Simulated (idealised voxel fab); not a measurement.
Title: Process Module voxel capacitor over wiring
Square cells of 5 nm make up the cross-section cut, whose width is 210 nm.
Square cells in a grid make up a cross-section in this document, and the grid is given as bands, listed from the top down, each one or more rows of cells. Quick guide to a band line: top height, bottom height (nm) up front; then every material left to right with its width in nm. Only one material and it's marked "all across"? Then it fills the band edge to edge. And "blank" just means empty space. It should be noted that heights are counted from 0, beneath which the wafer as supplied is of one material throughout, and that the lowest band possesses no lower boundary but continues downward, as written in "0 down". Quick explanation for "30..40": the width changes in equal steps down the rows of cells, from the first number in the band's top row to the second number in its bottom row. Reading "no alteration" for a step: not a cell of the cross-section changed in it. Any empty space of 8 cells or more lacking an open way to the top shows up in "Cavities, sealed" as width x height at distance, distance from the left edge, in nm. On a step's line, text after the settings is the simulator commenting on that step. overlay nm: mask offset rightward from planned place, masked step; negative means leftward offset.
Planned process steps
1) RECEIVE, material Si
2) CONFORMAL_DEP, material SiO2, thk nm 15
3) CONFORMAL_DEP, material SiCN, thk nm 5
4) DIRECTIONAL_DEP, material SiO2, thk nm 20
5) PATTERN, tone open, mask id METAL_1, material resist, width nm 20, pitch nm 80, thk nm 15, overlay nm 0
6) DIRECTIONAL_ETCH, etch materials SiO2, depth nm 20
7) DIRECTIONAL_ETCH, etch materials SiCN, depth nm 5
8) STRIP, etch materials resist
9) CONFORMAL_DEP, material TiN, thk nm 5
10) FILL_DEP, material W, thk nm 10
11) CMP, height nm 40
12) EPI, material Ru, thk nm 5
13) FILL_DEP, material SiCN, thk nm 5
14) DIRECTIONAL_DEP, material lowk, thk nm 15
15) MASKED_ETCH, tone open, mask id PLUG_1, width nm 15, etch materials lowk, depth nm 15, overlay nm 0
16) MASKED_ETCH, tone open, mask id PLUG_1, width nm 15, etch materials SiCN, depth nm 5, overlay nm 0
17) EPI, material Ru, thk nm 10
18) EPI, material Ru, thk nm 10
19) DIRECTIONAL_DEP, material TiN, thk nm 5
20) DIRECTIONAL_DEP, material HfO2, thk nm 5
21) DIRECTIONAL_DEP, material TiN, thk nm 5
22) PATTERN, tone cover, mask id UPPER_PLATE, material resist, width nm 65, thk nm 20, overlay nm 0
23) DIRECTIONAL_ETCH, etch materials TiN, depth nm 5
24) DIRECTIONAL_ETCH, etch materials HfO2, depth nm 5
25) STRIP, etch materials resist
26) MASKED_ETCH, tone cover, mask id LOWER_PLATE, width nm 75, etch materials TiN, depth nm 5, overlay nm 0
27) FILL_DEP, material SiO2, thk nm 20
28) CMP, height nm 95
29) PATTERN, tone open, mask id PLUG_2, material resist, width nm 15, thk nm 20, overlay nm 0
30) DIRECTIONAL_ETCH, etch materials SiO2, depth nm 15
31) STRIP, etch materials resist
32) CONFORMAL_DEP, material TiN, thk nm 5
33) FILL_DEP, material Cu, thk nm 10
34) CMP, height nm 95
35) CONFORMAL_DEP, material SiN, thk nm 5
The cross-section here shows the wafer as received, i.e. in its state after step 1
> 0 down: Si all across
> Cavities, sealed: none
Figure: cross-sectional view of the wafer upon completion of the module, processed from the initial state and according to the plan depicted above, with one error introduced during execution
> 100 to 95: SiN all across
> 95 to 90: SiO2 70 | TiN 55 | SiO2 85
> 90 to 85: SiO2 70 | TiN 5 | HfO2 50 | SiO2 85
> 85 to 80: SiO2 55 | TiN 5 | SiO2 10 | TiN 60 | SiO2 80
> 80 to 75: lowk 60 | TiN 15 | lowk 135
> 75 to 70: lowk 60 | HfO2 15 | lowk 135
> 70 to 65: lowk 60 | TiN 15 | lowk 135
> 65 to 50: lowk all across
> 50 to 45: SiCN all across
> 45 to 40: SiCN 50 | Ru 30 | SiCN 50 | Ru 30 | SiCN 50
> 40 to 20: SiO2 55 | TiN 5 | W 10 | TiN 5 | SiO2 60 | TiN 5 | W 10 | TiN 5 | SiO2 55
> 20 to 15: SiCN 55 | TiN 20 | SiCN 60 | TiN 20 | SiCN 55
> 15 to 0: SiO2 all across
> 0 down: Si all across
> Cavities, sealed: none
Want to know what went wrong? heads up, step 14 of the plan got done twice
